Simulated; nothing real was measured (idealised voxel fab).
A process module follows: voxel spacer lines.
Cross-section cut: width 260 nm, square cells of 5 nm.
Reading order for cross-sections: top band down to bottom band. Underlying form: a grid of square cells. Band size: one or more rows of cells. Heads up on the band format: heights come first, top then bottom, in nm. After that it's the materials left to right, each with its width in nm. A single material flagged "all across" fills the whole band edge to edge, and "air" means there's empty space there. The reference from which all heights are counted is 0, the level beneath which the as-received wafer is entirely one material; the lowest band, having no lower bound, proceeds downward and is written after the example "0..down". When a width is written as two numbers, as in "30->40", the first number is the width in the top row of cells of the band and the second is the width in its bottom row, and the width changes by the same amount from each row to the next. The designation "nothing got changed", where it is given for a processing step, indicates that no cell of the cross-section was altered in the course of that step. Empty spaces counting at least 8 cells and having no open way to the top are listed in "Enclosed void list". The notation width x height at distance is used for each, the distance being from the left edge and all three values in nm. Post-settings text on a step line: simulator's own remark regarding the step. overlay nm, on a step with a mask: how far to the right of its planned place the mask lay; to the left if negative.
### So here's the lineup of process steps we planned
1,RECEIVE [material Si]
2,CONFORMAL_DEP [material Al2O3] [thk nm 5]
3,DIRECTIONAL_DEP [material SiN] [thk nm 10]
4,DIRECTIONAL_DEP [material aC] [thk nm 20]
5,PATTERN [tone cover] [mask id MANDREL] [material resist] [width nm 25] [pitch nm 70] [thk nm 30] [overlay nm 0]
6,DIRECTIONAL_ETCH [etch materials aC] [depth nm 20]
7,STRIP [etch materials resist]
8,CONFORMAL_DEP [material SiO2] [thk nm 10]
9,DIRECTIONAL_ETCH [etch materials SiO2] [depth nm 10]
10,STRIP [etch materials aC]
11,DIRECTIONAL_ETCH [etch materials SiN] [depth nm 10]
12,STRIP [etch materials SiO2]
13,FILL_DEP [material SiO2] [thk nm 10]
14,CMP [height nm 15]
### As received (post step 1): cross-section
0..down: Si all across
Enclosed void list: none
### Wafer cross-section at end of module: start and plan as shown above, one execution error
15..5: 40 of SiO2, 10 of SiN, 25 of SiO2, 10 of SiN, 25 of SiO2, 10 of SiN, 25 of SiO2, 10 of SiN, 25 of SiO2, 10 of SiN, 25 of SiO2, 10 of SiN, 35 of SiO2
5..0: Al2O3 all across
0..down: Si all across
Enclosed void list: none
What was done differently from what was planned? step 5 ran as: PATTERN [tone cover] [mask id MANDREL] [material resist] [width nm 25] [pitch nm 70] [thk nm 30] [overlay nm 5]
